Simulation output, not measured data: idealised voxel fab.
Presented below is a process module, voxel plated lines.
FYI the section here is cut, 255 nm wide, cells are 5 nm squares.
Heads up, the way a cross-section reads in here is a grid of square cells, handed over as bands from the top down, with every band being one or more rows of cells. Heads up on the band format: heights come first, top then bottom, in nm. After that it's the materials left to right, each with its width in nm. A single material flagged "throughout" fills the whole band edge to edge, and "blank" means there's empty space there. Height 0 is the level under which the wafer as received is all one material. The lowest band goes on downwards, as in "0 down". Per-row width for "30..40": begins at first number (top row of band), ends at second number (bottom row), increment between rows held constant. Where a step carries "changes: none", the cross-section came out of it unchanged, cell for cell. Voids, sealed: empty space of 8 cells or more with no open way to the top, each as width x height at its distance from the left edge, in nm. after a step's settings: what the simulator itself notes on the step. You can add "overlay nm" to a step's line. For a step with a mask, it describes how far the mask lay to the right of its planned position, and a negative number describes a lay to the left.

**Below is the list of planned process steps**
1 RECEIVE | material Si
2 CONFORMAL_DEP | material Al2O3 | thk nm 15
3 DIRECTIONAL_DEP | material TiN | thk nm 5
4 PATTERN | tone open | mask id LINES | material resist | width nm 15 | pitch nm 40 | thk nm 30 | overlay nm 0
5 EPI | material Ru | thk nm 10
6 EPI | material Ru | thk nm 5
7 STRIP | etch materials resist
8 DIRECTIONAL_ETCH | etch materials TiN | depth nm 5
9 CONFORMAL_DEP | material SiO2 | thk nm 5

**The first wafer of two, processed as planned**

**Wafer as received: cross-section following step 1**
0 down  Si throughout
Voids, sealed: none

**Wafer after step 2 (cross-section)**
15 to 0  Al2O3 throughout
All layers under 0 are left as they were.

**Wafer after step 3 (cross-section)**
20 to 15  TiN throughout
All layers under 15 are left as they were.

**Wafer after step 4 (cross-section)**
50 to 20  resist=100  blank=15  resist=25  blank=15  resist=100
All layers under 20 are left as they were.

**Wafer after step 5 (cross-section)**
50 to 30  resist=100  blank=15  resist=25  blank=15  resist=100
30 to 20  resist=100  Ru=15  resist=25  Ru=15  resist=100
All layers under 20 are left as they were.

**Wafer after step 6 (cross-section)**
50 to 35  resist=100  blank=15  resist=25  blank=15  resist=100
35 to 20  resist=100  Ru=15  resist=25  Ru=15  resist=100
All layers under 20 are left as they were.

**Wafer after step 7 (cross-section)**
35 to 20  blank=100  Ru=15  blank=25  Ru=15  blank=100
All layers under 20 are left as they were.

**Wafer after step 8 (cross-section)**
35 to 20  blank=100  Ru=15  blank=25  Ru=15  blank=100
20 to 15  blank=100  TiN=15  blank=25  TiN=15  blank=100
All layers under 15 are left as they were.

**Wafer after step 9 (cross-section)**
40 to 35  blank=95  SiO2=25  blank=15  SiO2=25  blank=95
35 to 20  blank=95  SiO2=5  Ru=15  SiO2=5  blank=15  SiO2=5  Ru=15  SiO2=5  blank=95
20 to 15  SiO2=100  TiN=15  SiO2=25  TiN=15  SiO2=100
All layers under 15 are left as they were.

**Wafer two: like wafer one in start and plan, but with one mistake in execution; identical up to and including step 3**

**X-section, second wafer, when step 4 was due to finish**
50 to 20  blank=100  resist=15  blank=25  resist=15  blank=100
All layers under 20 are left as they were.

**X-section, second wafer, when step 5 was due to finish**
50 to 30  blank=100  resist=15  blank=25  resist=15  blank=100
30 to 20  Ru=100  resist=15  Ru=25  resist=15  Ru=100
All layers under 20 are left as they were.

**X-section, second wafer, when step 6 was due to finish**
50 to 35  blank=100  resist=15  blank=25  resist=15  blank=100
35 to 20  Ru=100  resist=15  Ru=25  resist=15  Ru=100
All layers under 20 are left as they were.

**X-section, second wafer, when step 7 was due to finish**
35 to 20  Ru=100  blank=15  Ru=25  blank=15  Ru=100
All layers under 20 are left as they were.

**X-section, second wafer, when step 8 was due to finish**
35 to 20  Ru=100  blank=15  Ru=25  blank=15  Ru=100
20 to 15  TiN=100  blank=15  TiN=25  blank=15  TiN=100
All layers under 15 are left as they were.

**X-section, second wafer, when step 9 was due to finish**
40 to 35  SiO2=105  blank=5  SiO2=35  blank=5  SiO2=105
35 to 20  Ru=100  SiO2=5  blank=5  SiO2=5  Ru=25  SiO2=5  blank=5  SiO2=5  Ru=100
20 to 15  TiN=100  SiO2=15  TiN=25  SiO2=15  TiN=100
All layers under 15 are left as they were.
Deviation noted in wafer processing: in deviation from the planned setting, step 4 was conducted as PATTERN | tone cover | mask id LINES | material resist | width nm 15 | pitch nm 40 | thk nm 30 | overlay nm 0
Count the cells at the end and the second wafer has more or fewer of some materials than the first: Ru +117; TiN +39
